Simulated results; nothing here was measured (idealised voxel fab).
process module | voxel ribs on slabs
cross-section cut | 220 nm wide | cells 5 nm
A cross-section is a grid of square cells, given in bands from the top down. A band is one or more rows of cells.
Each band's line starts with the height of the band's top and of its bottom, in nm. Then come its materials from left to right, each with its width in nm. One material with "throughout" fills the band from edge to edge. "air" is empty space.
Height 0 is the level under which the wafer as received is all one material. The lowest band goes on downwards, as in "0 down".
A width such as "30 to 40" changes by the same amount from each row of cells to the next, from the band's top row to its bottom row.
"no change" after a step means that no cell of the cross-section changed.
closed voids: empty space of 8 cells or more with no open way to the top, each as width x height at its distance from the left edge, in nm
after a step's settings: what the simulator itself notes on the step
overlay nm, on a step with a mask: how far to the right of its planned place the mask lay; to the left if negative
plan
1 op RECEIVE | material Si
2 op DIRECTIONAL_DEP | material SiO2 | thk nm 20
3 op DIRECTIONAL_DEP | material polySi | thk nm 25
4 op PATTERN | tone cover | mask id RIB | material resist | width nm 25 | thk nm 20 | overlay nm 0
5 op DIRECTIONAL_ETCH | etch materials polySi | depth nm 5
6 op STRIP | etch materials resist
7 op MASKED_ETCH | tone cover | mask id SLAB | width nm 75 | etch materials polySi | depth nm 20 | overlay nm 0
8 op FILL_DEP | material SiO2 | thk nm 20
9 op CMP | height nm 55
10 op DIRECTIONAL_DEP | material W | thk nm 10
11 op DIRECTIONAL_DEP | material aC | thk nm 10
12 op PATTERN | tone cover | mask id HEATER | material resist | width nm 35 | thk nm 30 | overlay nm 0
13 op DIRECTIONAL_ETCH | etch materials aC | depth nm 10
14 op STRIP | etch materials resist
15 op DIRECTIONAL_ETCH | etch materials W | depth nm 10
16 op STRIP | etch materials aC
17 op CONFORMAL_DEP | material SiN | thk nm 5
first wafer, as planned
as received, after step 1
  0 down: Si throughout
  closed voids: none
after step 2
  20 to 0: SiO2 throughout
  below 0: unchanged
after step 3
  45 to 20: polySi throughout
  below 20: unchanged
after step 4
  65 to 45: air 95 | resist 25 | air 100
  below 45: unchanged
after step 5
  65 to 45: air 95 | resist 25 | air 100
  45 to 40: air 95 | polySi 25 | air 100
  below 40: unchanged
after step 6
  45 to 40: air 95 | polySi 25 | air 100
  below 40: unchanged
after step 7
  45 to 40: air 95 | polySi 25 | air 100
  40 to 20: air 70 | polySi 75 | air 75
  below 20: unchanged
after step 8
  65 to 45: SiO2 throughout
  45 to 40: SiO2 95 | polySi 25 | SiO2 100
  40 to 20: SiO2 70 | polySi 75 | SiO2 75
  below 20: unchanged
after step 9
  55 to 45: SiO2 throughout
  below 45: unchanged
after step 10
  65 to 55: W throughout
  below 55: unchanged
after step 11
  75 to 65: aC throughout
  below 65: unchanged
after step 12
  105 to 75: air 90 | resist 35 | air 95
  below 75: unchanged
after step 13
  95 to 75: air 90 | resist 35 | air 95
  75 to 65: air 90 | aC 35 | air 95
  below 65: unchanged
after step 14
  75 to 65: air 90 | aC 35 | air 95
  below 65: unchanged
after step 15
  75 to 65: air 90 | aC 35 | air 95
  65 to 55: air 90 | W 35 | air 95
  below 55: unchanged
after step 16
  65 to 55: air 90 | W 35 | air 95
  below 55: unchanged
after step 17
  70 to 65: air 85 | SiN 45 | air 90
  65 to 60: air 85 | SiN 5 | W 35 | SiN 5 | air 90
  60 to 55: SiN 90 | W 35 | SiN 95
  below 55: unchanged
second wafer: like start, like plan, one mistake. Through step 1 it matches the first wafer
when step 2 should have ended
  40 to 0: SiO2 throughout
  below 0: unchanged
when step 3 should have ended
  65 to 40: polySi throughout
  below 40: unchanged
when step 4 should have ended
  85 to 65: air 95 | resist 25 | air 100
  below 65: unchanged
when step 5 should have ended
  85 to 65: air 95 | resist 25 | air 100
  65 to 60: air 95 | polySi 25 | air 100
  below 60: unchanged
when step 6 should have ended
  65 to 60: air 95 | polySi 25 | air 100
  below 60: unchanged
when step 7 should have ended
  65 to 60: air 95 | polySi 25 | air 100
  60 to 40: air 70 | polySi 75 | air 75
  below 40: unchanged
when step 8 should have ended
  85 to 65: SiO2 throughout
  65 to 60: SiO2 95 | polySi 25 | SiO2 100
  60 to 40: SiO2 70 | polySi 75 | SiO2 75
  below 40: unchanged
when step 9 should have ended
  55 to 40: SiO2 70 | polySi 75 | SiO2 75
  below 40: unchanged
when step 10 should have ended
  65 to 55: W throughout
  below 55: unchanged
when step 11 should have ended
  75 to 65: aC throughout
  below 65: unchanged
when step 12 should have ended
  105 to 75: air 90 | resist 35 | air 95
  below 75: unchanged
when step 13 should have ended
  95 to 75: air 90 | resist 35 | air 95
  75 to 65: air 90 | aC 35 | air 95
  below 65: unchanged
when step 14 should have ended
  75 to 65: air 90 | aC 35 | air 95
  below 65: unchanged
when step 15 should have ended
  75 to 65: air 90 | aC 35 | air 95
  65 to 55: air 90 | W 35 | air 95
  below 55: unchanged
when step 16 should have ended
  65 to 55: air 90 | W 35 | air 95
  below 55: unchanged
when step 17 should have ended
  70 to 65: air 85 | SiN 45 | air 90
  65 to 60: air 85 | SiN 5 | W 35 | SiN 5 | air 90
  60 to 55: SiN 90 | W 35 | SiN 95
  below 55: unchanged
what went wrong: step 2 was run twice
at the end the second wafer has, in cells: 20 more of SiO2 | 20 fewer of polySi
